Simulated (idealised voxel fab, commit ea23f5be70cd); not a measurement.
The name of this process module is voxel self aligned vias.
Shown is cross-section cut, with a width of 225 nm and square cells of size 5 nm.
For the purposes of this document, a cross-section shall be understood as a grid of square cells, specified as bands listed in top-to-bottom order, each band consisting of one or more rows of cells.
Look at the band entry: it leads with the top's height and the bottom's height in nm. Then it lists the materials left to right, with a width in nm for each. The word "edge to edge" on a single material says that material fills the band edge to edge. The word "blank" is empty space.
Convention: height 0 is the level below which the wafer, as received, is all one material. The lowest band does not terminate at the bottom but continues downward, represented as "top 0, no bottom".
Note: "30 to 40" means the width goes from the first number (top row of the band) to the second number (bottom row) in equal steps per row of cells.
No cell of the cross-section changed in a step that is given as "no alteration".
Basically, "Non-vented voids" tells you about the enclosed voids: empty spaces with no open way to the top, 8 cells or bigger, each written width x height at distance, where distance is from the left edge, all in nm.
That trailing text on a step's line, after the settings, is the simulator's own remark on the step.
The "overlay nm" setting may appear on a step's line; for a step that uses a mask, it gives how far to the right of its planned position the mask lay, and a negative value indicates the left.
Each pair of cross-sections that follows straddles one process step: the one shows the state before the step, the other the state after it, down to the lowest band that changed and no further. The step in question, and its settings, are given under the pair. Note that a pair is not necessarily a continuation of the pair above it, since pairs can come from different runs of this module on the same starting wafer; it is a continuation only where its entry headed "Pre-process" says so.

PRE-PROCESS
* top 35, bottom 15: SiO2 edge to edge
* top 15, bottom 10: SiCN edge to edge
* top 10, bottom 0: SiO2 edge to edge
* top 0, no bottom: Si edge to edge
* Non-vented voids: none

CUT VIEW, POST-STEP
* top 50, bottom 35: blank (30)  resist (30)  blank (35)  resist (30)  blank (35)  resist (30)  blank (35)
* For the remainder of the cross-section, below 35, there is no change.
* Non-vented voids: none
Quick note on the step between the two cross-sections above: PATTERN,tone cover,mask id LINES,material resist,width nm 30,pitch nm 65,thk nm 15,overlay nm 0

Pre-process: check the pair just above; its after cross-section is our before state.

CUT VIEW, POST-STEP
* top 50, bottom 35: blank (30)  resist (30)  blank (35)  resist (30)  blank (35)  resist (30)  blank (35)
* top 35, bottom 15: blank (30)  SiO2 (30)  blank (35)  SiO2 (30)  blank (35)  SiO2 (30)  blank (35)
* For the remainder of the cross-section, below 15, there is no change.
* Non-vented voids: none
Quick note on the step between the two cross-sections above: DIRECTIONAL_ETCH,etch materials SiO2,depth nm 20

Pre-process: check the pair just above; its after cross-section is our before state.

CUT VIEW, POST-STEP
* top 35, bottom 15: blank (30)  SiO2 (30)  blank (35)  SiO2 (30)  blank (35)  SiO2 (30)  blank (35)
* For the remainder of the cross-section, below 15, there is no change.
* Non-vented voids: none
Quick note on the step between the two cross-sections above: STRIP,etch materials resist

Pre-process: check the pair just above; its after cross-section is our before state.

CUT VIEW, POST-STEP
* top 40, bottom 35: blank (25)  TiN (40)  blank (25)  TiN (40)  blank (25)  TiN (40)  blank (30)
* top 35, bottom 20: blank (25)  TiN (5)  SiO2 (30)  TiN (5)  blank (25)  TiN (5)  SiO2 (30)  TiN (5)  blank (25)  TiN (5)  SiO2 (30)  TiN (5)  blank (30)
* top 20, bottom 15: TiN (30)  SiO2 (30)  TiN (35)  SiO2 (30)  TiN (35)  SiO2 (30)  TiN (35)
* For the remainder of the cross-section, below 15, there is no change.
* Non-vented voids: none
Quick note on the step between the two cross-sections above: CONFORMAL_DEP,material TiN,thk nm 5

Pre-process: check the pair just above; its after cross-section is our before state.

CUT VIEW, POST-STEP
* top 50, bottom 40: Ru edge to edge
* top 40, bottom 35: Ru (25)  TiN (40)  Ru (25)  TiN (40)  Ru (25)  TiN (40)  Ru (30)
* top 35, bottom 20: Ru (25)  TiN (5)  SiO2 (30)  TiN (5)  Ru (25)  TiN (5)  SiO2 (30)  TiN (5)  Ru (25)  TiN (5)  SiO2 (30)  TiN (5)  Ru (30)
* For the remainder of the cross-section, below 20, there is no change.
* Non-vented voids: none
Quick note on the step between the two cross-sections above: FILL_DEP,material Ru,thk nm 10

Pre-process: check the pair just above; its after cross-section is our before state.

CUT VIEW, POST-STEP
* top 35, bottom 20: Ru (25)  TiN (5)  SiO2 (30)  TiN (5)  Ru (25)  TiN (5)  SiO2 (30)  TiN (5)  Ru (25)  TiN (5)  SiO2 (30)  TiN (5)  Ru (30)
* For the remainder of the cross-section, below 20, there is no change.
* Non-vented voids: none
Quick note on the step between the two cross-sections above: CMP,height nm 35

Pre-process: check the pair just above; its after cross-section is our before state.

CUT VIEW, POST-STEP
* top 35, bottom 30: blank (30)  SiO2 (30)  blank (35)  SiO2 (30)  blank (35)  SiO2 (30)  blank (35)
* For the remainder of the cross-section, below 30, there is no change.
* Non-vented voids: none
Quick note on the step between the two cross-sections above: SELECTIVE_ETCH,etch materials W Ru TiN,depth nm 5

Pre-process: check the pair just above; its after cross-section is our before state.

CUT VIEW, POST-STEP
* top 40, bottom 35: SiN edge to edge
* top 35, bottom 30: SiN (30)  SiO2 (30)  SiN (35)  SiO2 (30)  SiN (35)  SiO2 (30)  SiN (35)
* For the remainder of the cross-section, below 30, there is no change.
* Non-vented voids: none
Quick note on the step between the two cross-sections above: FILL_DEP,material SiN,thk nm 5

Pre-process: check the pair just above; its after cross-section is our before state.

CUT VIEW, POST-STEP
* top 35, bottom 30: SiN (30)  SiO2 (30)  SiN (35)  SiO2 (30)  SiN (35)  SiO2 (30)  SiN (35)
* For the remainder of the cross-section, below 30, there is no change.
* Non-vented voids: none
Quick note on the step between the two cross-sections above: CMP,height nm 35

Pre-process: check the pair just above; its after cross-section is our before state.

CUT VIEW, POST-STEP
* top 50, bottom 35: SiO2 edge to edge
* For the remainder of the cross-section, below 35, there is no change.
* Non-vented voids: none
Quick note on the step between the two cross-sections above: DIRECTIONAL_DEP,material SiO2,thk nm 15

Pre-process: check the pair just above; its after cross-section is our before state.

CUT VIEW, POST-STEP
* top 65, bottom 50: resist (25)  blank (40)  resist (25)  blank (40)  resist (25)  blank (40)  resist (30)
* For the remainder of the cross-section, below 50, there is no change.
* Non-vented voids: none
Quick note on the step between the two cross-sections above: PATTERN,tone open,mask id VIAS,material resist,width nm 40,pitch nm 65,thk nm 15,overlay nm 0

Pre-process: check the pair just above; its after cross-section is our before state.

CUT VIEW, POST-STEP
* top 65, bottom 50: resist (25)  blank (40)  resist (25)  blank (40)  resist (25)  blank (40)  resist (30)
* top 50, bottom 35: SiO2 (25)  blank (40)  SiO2 (25)  blank (40)  SiO2 (25)  blank (40)  SiO2 (30)
* For the remainder of the cross-section, below 35, there is no change.
* Non-vented voids: none
Quick note on the step between the two cross-sections above: DIRECTIONAL_ETCH,etch materials SiO2,depth nm 15

Pre-process: check the pair just above; its after cross-section is our before state.

CUT VIEW, POST-STEP
* top 65, bottom 50: resist (25)  blank (40)  resist (25)  blank (40)  resist (25)  blank (40)  resist (30)
* top 50, bottom 35: SiO2 (25)  blank (40)  SiO2 (25)  blank (40)  SiO2 (25)  blank (40)  SiO2 (30)
* top 35, bottom 30: SiN (25)  blank (5)  SiO2 (30)  blank (5)  SiN (25)  blank (5)  SiO2 (30)  blank (5)  SiN (25)  blank (5)  SiO2 (30)  blank (5)  SiN (30)
* For the remainder of the cross-section, below 30, there is no change.
* Non-vented voids: none
Quick note on the step between the two cross-sections above: DIRECTIONAL_ETCH,etch materials SiN,depth nm 5

Pre-process: check the pair just above; its after cross-section is our before state.

CUT VIEW, POST-STEP
* top 50, bottom 35: SiO2 (25)  blank (40)  SiO2 (25)  blank (40)  SiO2 (25)  blank (40)  SiO2 (30)
* For the remainder of the cross-section, below 35, there is no change.
* Non-vented voids: none
Quick note on the step between the two cross-sections above: STRIP,etch materials resist

Pre-process: check the pair just above; its after cross-section is our before state.

CUT VIEW, POST-STEP
* top 55, bottom 50: TiN (30)  blank (30)  TiN (35)  blank (30)  TiN (35)  blank (30)  TiN (35)
* top 50, bottom 40: SiO2 (25)  TiN (5)  blank (30)  TiN (5)  SiO2 (25)  TiN (5)  blank (30)  TiN (5)  SiO2 (25)  TiN (5)  blank (30)  TiN (5)  SiO2 (30)
* top 40, bottom 35: SiO2 (25)  TiN (40)  SiO2 (25)  TiN (40)  SiO2 (25)  TiN (40)  SiO2 (30)
* top 35, bottom 30: SiN (25)  TiN (5)  SiO2 (30)  TiN (5)  SiN (25)  TiN (5)  SiO2 (30)  TiN (5)  SiN (25)  TiN (5)  SiO2 (30)  TiN (5)  SiN (30)
* For the remainder of the cross-section, below 30, there is no change.
* Non-vented voids: none
Quick note on the step between the two cross-sections above: CONFORMAL_DEP,material TiN,thk nm 5

Pre-process: check the pair just above; its after cross-section is our before state.

CUT VIEW, POST-STEP
* top 60, bottom 55: Cu edge to edge
* top 55, bottom 50: TiN (30)  Cu (30)  TiN (35)  Cu (30)  TiN (35)  Cu (30)  TiN (35)
* top 50, bottom 40: SiO2 (25)  TiN (5)  Cu (30)  TiN (5)  SiO2 (25)  TiN (5)  Cu (30)  TiN (5)  SiO2 (25)  TiN (5)  Cu (30)  TiN (5)  SiO2 (30)
* For the remainder of the cross-section, below 40, there is no change.
* Non-vented voids: none
Quick note on the step between the two cross-sections above: FILL_DEP,material Cu,thk nm 5

Pre-process: check the pair just above; its after cross-section is our before state.

CUT VIEW, POST-STEP
* top 50, bottom 40: SiO2 (25)  TiN (5)  Cu (30)  TiN (5)  SiO2 (25)  TiN (5)  Cu (30)  TiN (5)  SiO2 (25)  TiN (5)  Cu (30)  TiN (5)  SiO2 (30)
* For the remainder of the cross-section, below 40, there is no change.
* Non-vented voids: none
Quick note on the step between the two cross-sections above: CMP,height nm 50

Pre-process: check the pair just above; its after cross-section is our before state.

CUT VIEW, POST-STEP
* top 55, bottom 50: SiCN edge to edge
* For the remainder of the cross-section, below 50, there is no change.
* Non-vented voids: none
Quick note on the step between the two cross-sections above: CONFORMAL_DEP,material SiCN,thk nm 5
